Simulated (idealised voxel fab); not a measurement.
A process module follows: voxel capacitor over wiring.
Displayed cross-section: cut, width of 255 nm, square cells sized 5 nm.
Format of a cross-section: grid, square cells. Given as bands. Order: top down. Band: one or more rows of cells.
The entry gives the band's vertical extent as a top height and a bottom height in nm, then its horizontal make-up as materials from left to right, each with a width in nm. "empty" stands for empty space; a single material marked "edge to edge" fills the band edge to edge.
Heights from 0 (as-received wafer is one material below). Bottom band endless downward, as "0 and below".
You'd read "30->40" like this: the band's top row of cells is as wide as the first number, its bottom row is as wide as the second, and going down, every row changes width by the same amount as the row before did.
The cross-section has no changed cell in any step marked "no change occurred".
The list in "Tabulated closed voids" covers empty spaces of 8 cells or more that cannot reach the top through any open way, and it gives each as width x height at distance; the distance is from the left edge, and width, height and distance are in nm.
On a step's line, text after the settings is the simulator commenting on that step.
"overlay nm" answers the question of how far to the right of plan the mask lay on a step that has a mask, and when it is negative the answer is to the left.
## Below is the list of planned process steps
1. RECEIVE: material Si
2. CONFORMAL_DEP: material SiO2, thk nm 10
3. DIRECTIONAL_DEP: material TiN, thk nm 5
4. DIRECTIONAL_DEP: material W, thk nm 25
5. MASKED_ETCH: tone cover, mask id METAL_1, width nm 25, pitch nm 80, etch materials W, depth nm 25, overlay nm 0
6. MASKED_ETCH: tone cover, mask id METAL_1, width nm 25, pitch nm 80, etch materials TiN, depth nm 5, overlay nm 0
7. CONFORMAL_DEP: material SiCN, thk nm 5
8. FILL_DEP: material lowk, thk nm 10
9. CMP: height nm 40
10. CONFORMAL_DEP: material SiCN, thk nm 5
11. DIRECTIONAL_DEP: material lowk, thk nm 15
12. PATTERN: tone open, mask id PLUG_1, material resist, width nm 15, thk nm 20, overlay nm 0
13. DIRECTIONAL_ETCH: etch materials lowk, depth nm 15
14. DIRECTIONAL_ETCH: etch materials SiCN, depth nm 5
15. STRIP: etch materials resist
16. CONFORMAL_DEP: material TiN, thk nm 5
17. FILL_DEP: material Cu, thk nm 10
18. CMP: height nm 60
19. DIRECTIONAL_DEP: material TiN, thk nm 5
20. DIRECTIONAL_DEP: material HfO2, thk nm 5
21. DIRECTIONAL_DEP: material TiN, thk nm 5
22. MASKED_ETCH: tone cover, mask id UPPER_PLATE, width nm 60, etch materials TiN, depth nm 5, overlay nm 0
23. MASKED_ETCH: tone cover, mask id UPPER_PLATE, width nm 60, etch materials HfO2, depth nm 5, overlay nm 0
24. MASKED_ETCH: tone cover, mask id LOWER_PLATE, width nm 70, etch materials TiN, depth nm 5, overlay nm 0
25. FILL_DEP: material SiO2, thk nm 15
26. CMP: height nm 85
27. MASKED_ETCH: tone open, mask id PLUG_2, width nm 15, etch materials SiO2, depth nm 10, overlay nm 0
28. CONFORMAL_DEP: material TiN, thk nm 5
29. FILL_DEP: material W, thk nm 10
30. CMP: height nm 85
31. CONFORMAL_DEP: material SiCN, thk nm 5
Across this set of wafers, the varied parameter is the thk nm of step 7. Starting conditions are identical for every wafer, and the plan reports the value assigned to the first wafer.
## As-received state after step 1, first of several wafers, cross-section
    0 and below: Si edge to edge
    Tabulated closed voids: none
## Rows = wafers. At module end, each row lists per material the cells gained (+) or lost (-) since the wafer was received, then the closed voids
thk nm 5; +3 Cu; +12 HfO2; +160 SiCN; +313 SiO2; +50 TiN; +51 W; +329 lowk; Tabulated closed voids: none
thk nm 10; +3 Cu; +12 HfO2; +213 SiCN; +313 SiO2; +50 TiN; +51 W; +276 lowk; Tabulated closed voids: none
thk nm 15; +3 Cu; +12 HfO2; +258 SiCN; +313 SiO2; +50 TiN; +51 W; +231 lowk; Tabulated closed voids: none
thk nm 20; +3 Cu; +12 HfO2; +295 SiCN; +313 SiO2; +50 TiN; +51 W; +194 lowk; Tabulated closed voids: none
